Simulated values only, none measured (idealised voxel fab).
Documented hereafter: the process module known as voxel lift off.
The cross-section shown here is cut; it is 270 nm wide and divided into square cells measuring 5 nm on a side.
A cross-section is a grid of square cells, given in bands from the top down. A band is one or more rows of cells.
Heights first: top, then bottom, in nm. Then materials, left to right, each with a width in nm. "edge to edge" on a single material: fills the band edge to edge. "air": empty space.
Beneath 0, the wafer as received is one material, and that level is where height counting begins. The lowest band goes on downward without a bottom; it is written like "0 and below".
The expression "30 to 40" gives the width at the extremes of the band, the first number at its top row of cells and the second at its bottom row, with the width changing by equal amounts from each row to the next in between.
For the purposes of this document, the phrase "no change occurred" attached to a step denotes that no cell within the cross-section was modified by that step.
For the entry "Closed void catalog", the listed items are empty spaces with no open way to the top whose size is 8 cells or more; each item follows the pattern width x height at distance, where distance is from the left edge and all three are in nm.
On a step's line, text after the settings is the simulator commenting on that step.
"overlay nm", when on a step's line for a step with a mask, measures how far to the right of its planned place the mask lay; a negative measure means to the left.
The planned process steps are enumerated hereunder:
1. RECEIVE: material Si
2. CONFORMAL_DEP: material SiN, thk nm 5
3. PATTERN: tone open, mask id LINES, material resist, width nm 15, pitch nm 45, thk nm 20, overlay nm 0
4. DIRECTIONAL_DEP: material Ru, thk nm 10
5. STRIP: etch materials resist
6. CONFORMAL_DEP: material SiCN, thk nm 10
Cross-section, incoming material, after step 1:
    0 and below: Si edge to edge
    Closed void catalog: none
First wafer at the end, as planned:
    25 down to 15: air: 50, SiCN: 35, air: 10, SiCN: 35, air: 10, SiCN: 35, air: 10, SiCN: 35, air: 50
    15 down to 5: SiCN: 60, Ru: 15, SiCN: 30, Ru: 15, SiCN: 30, Ru: 15, SiCN: 30, Ru: 15, SiCN: 60
    5 down to 0: SiN edge to edge
    0 and below: Si edge to edge
    Closed void catalog: none
What the second wafer looks like in cross-section once the module is done. Its start and its plan matched the first wafer's exactly; what differed was one mistake in how it was run:
    25 down to 15: SiCN edge to edge
    15 down to 5: Ru: 60, SiCN: 15, Ru: 30, SiCN: 15, Ru: 30, SiCN: 15, Ru: 30, SiCN: 15, Ru: 60
    5 down to 0: SiN edge to edge
    0 and below: Si edge to edge
    Closed void catalog: none
Where did the run depart from the plan? step 3 did not happen as planned, as run it was PATTERN: tone cover, mask id LINES, material resist, width nm 15, pitch nm 45, thk nm 20, overlay nm 0
FYI, end of process, the second wafer has more or fewer cells of some materials than the first: Ru +60; SiCN -8
